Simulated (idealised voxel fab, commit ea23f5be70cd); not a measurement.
Module name: voxel released beams (process module)
It is cross-section cut that appears here, measuring 255 nm in width, its square cells being 5 nm in size.
Think of the cross-section as a grid of square cells. We describe it in bands, top to bottom, and each band covers one or more rows of those cells. Within each band entry, the heights of the top and of the bottom of the band appear first, in that order and in nm; the materials of the band then follow from left to right, each with its corresponding width in nm. The designation "edge to edge" on a single material indicates that it fills the band from edge to edge; the designation "blank" indicates empty space. Heights from 0 (as-received wafer is one material below). Bottom band endless downward, as "0..down". Per-row width for "30 to 40": begins at first number (top row of band), ends at second number (bottom row), increment between rows held constant. "everything unchanged" after a step means that no cell of the cross-section changed. The entry "Voids lacking openings" lists the empty spaces that cover at least 8 cells and have no open path to the top. Each is written as width x height at distance, where the distance is measured from the left edge and all three values are in nm. It should be noted that, on the line of a given step, the content following the step's settings is a remark produced by the simulator itself with respect to that step. Each step line may optionally specify "overlay nm", which for a step with a mask gives the rightward distance between the mask's planned place and where it lay, a negative value indicating the leftward direction.

[Process steps foreseen in the plan]
1) RECEIVE, material Si
2) CONFORMAL_DEP, material Al2O3, thk nm 5
3) DIRECTIONAL_DEP, material SiO2, thk nm 15
4) MASKED_ETCH, tone open, mask id ANCHOR, width nm 40, etch materials SiO2, depth nm 15, overlay nm 0
5) CONFORMAL_DEP, material polySi, thk nm 15
6) MASKED_ETCH, tone cover, mask id BEAM, width nm 125, etch materials polySi, depth nm 15, overlay nm 0
7) STRIP, etch materials SiO2

[Shown in cross-section is the wafer as received, that is, as it stands after step 1]
  0..down | Si edge to edge
  Voids lacking openings: none

[Wafer at module end, in section. Began as above, planned as above, run with one mistake]
  20..5 | 60 nm blank, 125 nm polySi, 70 nm blank
  5..0 | Al2O3 edge to edge
  0..down | Si edge to edge
  Voids lacking openings: none
What broke from the plan during processing? not run: step 3 of the plan (skipped)
